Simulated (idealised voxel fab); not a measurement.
Process module in this document: voxel tone inversion
Cross-section cut spans 300 nm and uses square cells 5 nm in size.
Heads up, the way a cross-section reads in here is a grid of square cells, handed over as bands from the top down, with every band being one or more rows of cells. Band: top and bottom heights (nm) first, top before bottom; then materials from left to right, widths in nm. "all across" marks a sole material filling the band edge to edge. "blank" denotes empty space. Height 0 is the level under which the wafer as received is all one material. The lowest band goes on downwards, as in "0 down". Top row gets the first number, bottom row gets the second, and each row in between changes by the same step: that is how a band width like "30 to 40" works. Key: "changes: none" - step with no changed cell in the cross-section. In "Sealed internal voids" the enclosed voids are listed, meaning empty spaces of 8 cells or larger without any opening to the top. The form is width x height at distance, distance from the left edge, units nm. after a step's settings: what the simulator itself notes on the step. The optional step-line setting "overlay nm" applies to steps with a mask and quantifies how far to the right of its planned location the mask lay, a negative value indicating leftward placement.
[The planned process steps are enumerated hereunder]
1: RECEIVE,material Si
2: CONFORMAL_DEP,material SiCN,thk nm 5
3: DIRECTIONAL_DEP,material polySi,thk nm 15
4: PATTERN,tone cover,mask id POSTS,material resist,width nm 20,pitch nm 40,thk nm 25,overlay nm 0
5: DIRECTIONAL_ETCH,etch materials polySi,depth nm 15
6: STRIP,etch materials resist
7: FILL_DEP,material SiO2,thk nm 5
8: CMP,height nm 20
9: STRIP,etch materials polySi
[This is the cross-section of the wafer as we received it, i.e. after step 1]
* 0 down = Si all across
* Sealed internal voids: none
[First wafer of two, sectioned at end of module; run went per plan]
* 20 to 5 = SiO2 120, then blank 20, then SiO2 20, then blank 20, then SiO2 120
* 5 to 0 = SiCN all across
* 0 down = Si all across
* Sealed internal voids: none
[Cross-section at end of module for the second wafer of two, which matched the first in starting point and plan and differed by one mistake in its processing]
* 20 to 5 = blank 120, then polySi 20, then blank 20, then polySi 20, then blank 120
* 5 to 0 = SiCN all across
* 0 down = Si all across
* Sealed internal voids: none
What broke from the plan during processing? step 9 was not run as planned; what actually ran was STRIP,etch materials SiO2
Count the cells at the end and the second wafer has more or fewer of some materials than the first: -156 SiO2, +24 polySi
